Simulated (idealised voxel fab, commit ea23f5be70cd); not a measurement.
Process module, titled voxel lift off
295 nm wide, 5 nm square cells: that's cross-section cut.
Cross-sections here: square-cell grids, written as top-down lists of bands, a band being one or more rows of cells.
Top height, bottom height, nm. Materials left to right, width each, nm. Single material + "full width" = fills band edge to edge. "empty" = empty.
For the purposes of this specification, 0 denotes the height below which the wafer in its as-received condition is composed wholly of one material, and the lowermost band, lacking a lower limit, extends downward without end, as expressed in "0 down".
It should be noted that a width expressed as "30 to 40" varies in equal increments from row to row of cells within the band, taking the value of the first number at the top row and that of the second number at the bottom row.
Reading "changes: none" for a step: not a cell of the cross-section changed in it.
Reported under the label "Closed void listing" are the empty spaces having no open way to the top and comprising 8 cells or more; the notation for each is width x height at distance, in which the distance is measured from the left edge and all three values are in nm.
If you see something after the settings on a step's line, that's the simulator's own remark about that step.
overlay nm, on a step with a mask: how far to the right of its planned place the mask lay; to the left if negative
Planned step list for the process:
1. RECEIVE, material Si
2. CONFORMAL_DEP, material SiN, thk nm 10
3. PATTERN, tone open, mask id LINES, material resist, width nm 25, pitch nm 50, thk nm 30, overlay nm 0
4. DIRECTIONAL_DEP, material Ru, thk nm 15
5. STRIP, etch materials resist
6. CONFORMAL_DEP, material SiN, thk nm 5
Cross-section, incoming material, after step 1:
* 0 down = Si full width
* Closed void listing: none
The following cross-section depicts the wafer upon conclusion of the module. Processing commenced from the starting condition illustrated above and adhered to the plan illustrated above, save for one mistake in execution:
* 30 to 25 = 85 nm empty, 35 nm SiN, 15 nm empty, 35 nm SiN, 15 nm empty, 35 nm SiN, 75 nm empty
* 25 to 15 = 85 nm empty, 5 nm SiN, 25 nm Ru, 5 nm SiN, 15 nm empty, 5 nm SiN, 25 nm Ru, 5 nm SiN, 15 nm empty, 5 nm SiN, 25 nm Ru, 5 nm SiN, 75 nm empty
* 15 to 10 = 90 nm SiN, 25 nm Ru, 25 nm SiN, 25 nm Ru, 25 nm SiN, 25 nm Ru, 80 nm SiN
* 10 to 0 = SiN full width
* 0 down = Si full width
* Closed void listing: none
What was the processing mistake? step 3 ran with different settings than intended, the actual operation and settings being PATTERN, tone open, mask id LINES, material resist, width nm 25, pitch nm 50, thk nm 30, overlay nm 5
